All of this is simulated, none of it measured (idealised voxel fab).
The following is a process module called voxel ribs on slabs.
Section shown: cut. Width: 270 nm. Cell size: 5 nm, square.
Bands, listed from the top down, are how a cross-section gets written in this document; the cross-section itself is a grid of square cells, and a band is one or more rows of them. In this notation a band is specified by the heights of its top and bottom, in that order and in nm, after which its materials appear from left to right, each paired with its width in nm. The word "throughout" attached to a single material means that material fills the band from edge to edge; the word "blank" stands for empty space. Counting heights begins at 0, where everything beneath is, in the wafer as received, one material. The lowest band has no bottom; it goes on downwards, as "0 nm and below" shows. Width "30..40": first value at the band's top row of cells, second value at its bottom row, equal change from row to row. Any step labelled "nothing altered" changed none of the cells in the cross-section. Closed-off voids of 8+ cells (no open route to the top) go in "Internal closed voids", written width x height at distance from the left edge, in nm. That trailing text on a step's line, after the settings, is the simulator's own remark on the step. You can add "overlay nm" to a step's line. For a step with a mask, it describes how far the mask lay to the right of its planned position, and a negative number describes a lay to the left.
**The following list gives the planned process steps**
1) RECEIVE: material Si
2) DIRECTIONAL_DEP: material SiO2, thk nm 20
3) DIRECTIONAL_DEP: material polySi, thk nm 15
4) MASKED_ETCH: tone cover, mask id RIB, width nm 20, etch materials polySi, depth nm 5, overlay nm 0
5) DIRECTIONAL_DEP: material aC, thk nm 10
6) PATTERN: tone cover, mask id SLAB, material resist, width nm 50, thk nm 25, overlay nm 0
7) DIRECTIONAL_ETCH: etch materials aC, depth nm 10
8) STRIP: etch materials resist
9) DIRECTIONAL_ETCH: etch materials polySi, depth nm 10
10) STRIP: etch materials aC
11) FILL_DEP: material SiO2, thk nm 25
12) CMP: height nm 50
13) DIRECTIONAL_DEP: material W, thk nm 5
14) DIRECTIONAL_DEP: material aC, thk nm 10
15) PATTERN: tone cover, mask id HEATER, material resist, width nm 30, thk nm 30, overlay nm 0
16) DIRECTIONAL_ETCH: etch materials aC, depth nm 10
17) STRIP: etch materials resist
18) DIRECTIONAL_ETCH: etch materials W, depth nm 5
19) STRIP: etch materials aC
20) CONFORMAL_DEP: material SiN, thk nm 10
**Wafer as received: cross-section following step 1**
- 0 nm and below | Si throughout
- Internal closed voids: none
**End-of-module XS, first of two wafers, run as planned**
- 65 nm to 60 nm | 110 blank; 50 SiN; 110 blank
- 60 nm to 55 nm | SiN throughout
- 55 nm to 50 nm | 120 SiN; 30 W; 120 SiN
- 50 nm to 35 nm | SiO2 throughout
- 35 nm to 30 nm | 125 SiO2; 20 polySi; 125 SiO2
- 30 nm to 20 nm | 110 SiO2; 50 polySi; 110 SiO2
- 20 nm to 0 nm | SiO2 throughout
- 0 nm and below | Si throughout
- Internal closed voids: none
**Second wafer of the two, sectioned at the end of the module. It began like the first and followed the same plan, but one mistake was made while running it**
- 65 nm to 60 nm | 110 blank; 50 SiN; 110 blank
- 60 nm to 55 nm | SiN throughout
- 55 nm to 50 nm | 120 SiN; 30 W; 120 SiN
- 50 nm to 15 nm | SiO2 throughout
- 15 nm to 0 nm | polySi throughout
- 0 nm and below | Si throughout
- Internal closed voids: none
Which mistake was made when the wafer was run? step 3 occupied the plan position of step 2, and the converse holds as well
Final wafer comparison in cells, second versus first, more or fewer per material: SiO2: 138 fewer, polySi: 138 more
